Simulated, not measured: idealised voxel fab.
This is a process module. Its name is voxel plated lines.
The width of the displayed cross-section, cut, is 230 nm; its cells are square, with a size of 5 nm.
Each cross-section below is a grid of square cells, stated as bands in top-down order, with one or more rows of cells making up each band.
This entry defines a band. It first specifies the height of the band's top and the height of its bottom in nm, and then specifies the band's materials from left to right, stating each material with its width in nm. The word "everywhere" identifies a single material that fills the band from edge to edge, while the word "air" identifies empty space.
We count height from 0. Below that, the starting wafer is all one material. The lowest band never ends at the bottom but goes on down; see "0 down" for how that is written.
Read "30->40" as a graded width: first number on top, second number at the bottom, same change between each pair of neighbouring rows.
"same as before" means the step left every cell of the cross-section as it was.
Under "Enclosed cavity list" you'll find the enclosed gaps, the ones with no way out to the top, that are 8 cells or bigger; each reads width x height at distance, with distance counted from the left edge, everything in nm.
after a step's settings: what the simulator itself notes on the step
Steps that use a mask can have "overlay nm" on their line. It says how far the mask sat to the right of where it was meant to be. Negative means to the left.

The following list gives the planned process steps:
- 1: RECEIVE with material Si
- 2: CONFORMAL_DEP with material SiN, thk nm 5
- 3: DIRECTIONAL_DEP with material TiN, thk nm 5
- 4: PATTERN with tone open, mask id LINES, material resist, width nm 20, pitch nm 50, thk nm 25, overlay nm 0
- 5: EPI with material Ru, thk nm 10
- 6: EPI with material Ru, thk nm 5
- 7: STRIP with etch materials resist
- 8: DIRECTIONAL_ETCH with etch materials TiN, depth nm 5
- 9: CONFORMAL_DEP with material SiCN, thk nm 10

First of two wafers - as planned:

As received (post step 1): cross-section:
> 0 down = Si everywhere
> Enclosed cavity list: none

Once step 2 is through, the wafer looks like this in cross-section:
> 5 to 0 = SiN everywhere
> For the remainder of the cross-section, below 0, there is no change.

Once step 3 is through, the wafer looks like this in cross-section:
> 10 to 5 = TiN everywhere
> For the remainder of the cross-section, below 5, there is no change.

Once step 4 is through, the wafer looks like this in cross-section:
> 35 to 10 = 80 nm resist / 20 nm air / 30 nm resist / 20 nm air / 80 nm resist
> For the remainder of the cross-section, below 10, there is no change.

Once step 5 is through, the wafer looks like this in cross-section:
> 35 to 20 = 80 nm resist / 20 nm air / 30 nm resist / 20 nm air / 80 nm resist
> 20 to 10 = 80 nm resist / 20 nm Ru / 30 nm resist / 20 nm Ru / 80 nm resist
> For the remainder of the cross-section, below 10, there is no change.

Once step 6 is through, the wafer looks like this in cross-section:
> 35 to 25 = 80 nm resist / 20 nm air / 30 nm resist / 20 nm air / 80 nm resist
> 25 to 10 = 80 nm resist / 20 nm Ru / 30 nm resist / 20 nm Ru / 80 nm resist
> For the remainder of the cross-section, below 10, there is no change.

Once step 7 is through, the wafer looks like this in cross-section:
> 25 to 10 = 80 nm air / 20 nm Ru / 30 nm air / 20 nm Ru / 80 nm air
> For the remainder of the cross-section, below 10, there is no change.

Once step 8 is through, the wafer looks like this in cross-section:
> 25 to 10 = 80 nm air / 20 nm Ru / 30 nm air / 20 nm Ru / 80 nm air
> 10 to 5 = 80 nm air / 20 nm TiN / 30 nm air / 20 nm TiN / 80 nm air
> For the remainder of the cross-section, below 5, there is no change.

Once step 9 is through, the wafer looks like this in cross-section:
> 35 to 25 = 70 nm air / 40 nm SiCN / 10 nm air / 40 nm SiCN / 70 nm air
> 25 to 15 = 70 nm air / 10 nm SiCN / 20 nm Ru / 10 nm SiCN / 10 nm air / 10 nm SiCN / 20 nm Ru / 10 nm SiCN / 70 nm air
> 15 to 10 = 80 nm SiCN / 20 nm Ru / 30 nm SiCN / 20 nm Ru / 80 nm SiCN
> 10 to 5 = 80 nm SiCN / 20 nm TiN / 30 nm SiCN / 20 nm TiN / 80 nm SiCN
> For the remainder of the cross-section, below 5, there is no change.

It is to be noted that the second wafer proceeded from the same initial state and according to the same plan as the first, although one mistake was committed in its execution; through step 3, inclusive, the two wafers share an identical history:

At the planned end of step 4, the second wafer in cross-section:
> 35 to 10 = 80 nm air / 20 nm resist / 30 nm air / 20 nm resist / 80 nm air
> For the remainder of the cross-section, below 10, there is no change.

At the planned end of step 5, the second wafer in cross-section:
> 35 to 20 = 80 nm air / 20 nm resist / 30 nm air / 20 nm resist / 80 nm air
> 20 to 10 = 80 nm Ru / 20 nm resist / 30 nm Ru / 20 nm resist / 80 nm Ru
> For the remainder of the cross-section, below 10, there is no change.

At the planned end of step 6, the second wafer in cross-section:
> 35 to 25 = 80 nm air / 20 nm resist / 30 nm air / 20 nm resist / 80 nm air
> 25 to 10 = 80 nm Ru / 20 nm resist / 30 nm Ru / 20 nm resist / 80 nm Ru
> For the remainder of the cross-section, below 10, there is no change.

At the planned end of step 7, the second wafer in cross-section:
> 25 to 10 = 80 nm Ru / 20 nm air / 30 nm Ru / 20 nm air / 80 nm Ru
> For the remainder of the cross-section, below 10, there is no change.

At the planned end of step 8, the second wafer in cross-section:
> 25 to 10 = 80 nm Ru / 20 nm air / 30 nm Ru / 20 nm air / 80 nm Ru
> 10 to 5 = 80 nm TiN / 20 nm air / 30 nm TiN / 20 nm air / 80 nm TiN
> For the remainder of the cross-section, below 5, there is no change.

At the planned end of step 9, the second wafer in cross-section:
> 35 to 25 = SiCN everywhere
> 25 to 10 = 80 nm Ru / 20 nm SiCN / 30 nm Ru / 20 nm SiCN / 80 nm Ru
> 10 to 5 = 80 nm TiN / 20 nm SiCN / 30 nm TiN / 20 nm SiCN / 80 nm TiN
> For the remainder of the cross-section, below 5, there is no change.
Plan not followed: in deviation from the planned setting, step 4 was conducted as PATTERN with tone cover, mask id LINES, material resist, width nm 20, pitch nm 50, thk nm 25, overlay nm 0
At the finish, the second wafer shows more or fewer cells for some materials than the first does: 90 more of Ru, 30 more of TiN
